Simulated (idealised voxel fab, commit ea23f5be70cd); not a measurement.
process module | voxel self aligned vias
cross-section cut | 220 nm wide | cells 5 nm
A cross-section is a grid of square cells, given in bands from the top down. A band is one or more rows of cells.
Each band's line starts with the height of the band's top and of its bottom, in nm. Then come its materials from left to right, each with its width in nm. One material with "throughout" fills the band from edge to edge. "air" is empty space.
Height 0 is the level under which the wafer as received is all one material. The lowest band goes on downwards, as in "0 down".
A width such as "30 to 40" changes by the same amount from each row of cells to the next, from the band's top row to its bottom row.
"no change" after a step means that no cell of the cross-section changed.
closed voids: empty space of 8 cells or more with no open way to the top, each as width x height at its distance from the left edge, in nm
after a step's settings: what the simulator itself notes on the step
overlay nm, on a step with a mask: how far to the right of its planned place the mask lay; to the left if negative
plan
1 op RECEIVE | material Si
2 op CONFORMAL_DEP | material SiO2 | thk nm 15
3 op CONFORMAL_DEP | material SiCN | thk nm 5
4 op DIRECTIONAL_DEP | material lowk | thk nm 20
5 op DIRECTIONAL_DEP | material aC | thk nm 10
6 op PATTERN | tone open | mask id LINES | material resist | width nm 20 | pitch nm 50 | thk nm 25 | overlay nm 0
7 op DIRECTIONAL_ETCH | etch materials aC | depth nm 10
8 op STRIP | etch materials resist
9 op DIRECTIONAL_ETCH | etch materials lowk | depth nm 20
10 op STRIP | etch materials aC
11 op CONFORMAL_DEP | material TiN | thk nm 5
12 op FILL_DEP | material W | thk nm 10
13 op CMP | height nm 40
14 op SELECTIVE_ETCH | etch materials W Ru TiN | depth nm 10
15 op FILL_DEP | material SiN | thk nm 5
16 op CMP | height nm 30
17 op DIRECTIONAL_DEP | material lowk | thk nm 15
18 op PATTERN | tone open | mask id VIAS | material resist | width nm 30 | pitch nm 50 | thk nm 15 | overlay nm 0
19 op DIRECTIONAL_ETCH | etch materials lowk | depth nm 15
20 op DIRECTIONAL_ETCH | etch materials SiN | depth nm 10
21 op STRIP | etch materials resist
22 op CONFORMAL_DEP | material TiN | thk nm 5
23 op FILL_DEP | material W | thk nm 10
24 op CMP | height nm 55
25 op CONFORMAL_DEP | material SiCN | thk nm 5
varied across the wafers: height nm of step 16. The plan shows the first wafer's value. All wafers start alike
first wafer as received, after step 1
  0 down: Si throughout
  closed voids: none
first wafer at the end, after step 25
  60 to 55: SiCN throughout
  55 to 50: W throughout
  50 to 45: TiN 50 | W 20 | TiN 30 | W 20 | TiN 30 | W 20 | TiN 50
  45 to 35: lowk 45 | TiN 5 | W 20 | TiN 5 | lowk 20 | TiN 5 | W 20 | TiN 5 | lowk 20 | TiN 5 | W 20 | TiN 5 | lowk 45
  35 to 30: lowk 45 | TiN 30 | lowk 20 | TiN 30 | lowk 20 | TiN 30 | lowk 45
  30 to 25: lowk 50 | TiN 5 | W 10 | TiN 5 | lowk 30 | TiN 5 | W 10 | TiN 5 | lowk 30 | TiN 5 | W 10 | TiN 5 | lowk 50
  25 to 20: lowk 50 | TiN 20 | lowk 30 | TiN 20 | lowk 30 | TiN 20 | lowk 50
  20 to 15: SiCN throughout
  15 to 0: SiO2 throughout
  0 down: Si throughout
  closed voids: none
last wafer at the end
  60 to 55: SiCN throughout
  55 to 45: lowk 45 | TiN 5 | W 20 | TiN 5 | lowk 20 | TiN 5 | W 20 | TiN 5 | lowk 20 | TiN 5 | W 20 | TiN 5 | lowk 45
  45 to 40: SiN 45 | TiN 10 | W 10 | TiN 10 | SiN 20 | TiN 10 | W 10 | TiN 10 | SiN 20 | TiN 10 | W 10 | TiN 10 | SiN 45
  40 to 35: lowk 50 | TiN 20 | lowk 30 | TiN 20 | lowk 30 | TiN 20 | lowk 50
  35 to 30: lowk 50 | SiN 20 | lowk 30 | SiN 20 | lowk 30 | SiN 20 | lowk 50
  30 to 25: lowk 50 | TiN 5 | W 10 | TiN 5 | lowk 30 | TiN 5 | W 10 | TiN 5 | lowk 30 | TiN 5 | W 10 | TiN 5 | lowk 50
  25 to 20: lowk 50 | TiN 20 | lowk 30 | TiN 20 | lowk 30 | TiN 20 | lowk 50
  20 to 15: SiCN throughout
  15 to 0: SiO2 throughout
  0 down: Si throughout
  closed voids: none
each wafer at the end: cells of each material gained (+) or lost (-) since it was received, then its closed voids
height nm 30 | +88 SiCN | +132 SiO2 | +80 TiN | +86 W | +142 lowk | closed voids: none
height nm 35 | +88 SiCN | +132 SiO2 | +86 TiN | +48 W | +174 lowk | closed voids: none
height nm 40 | +88 SiCN | +132 SiO2 | +60 TiN | +42 W | +206 lowk | closed voids: none
height nm 45 | +88 SiCN | +38 SiN | +132 SiO2 | +54 TiN | +36 W | +180 lowk | closed voids: none
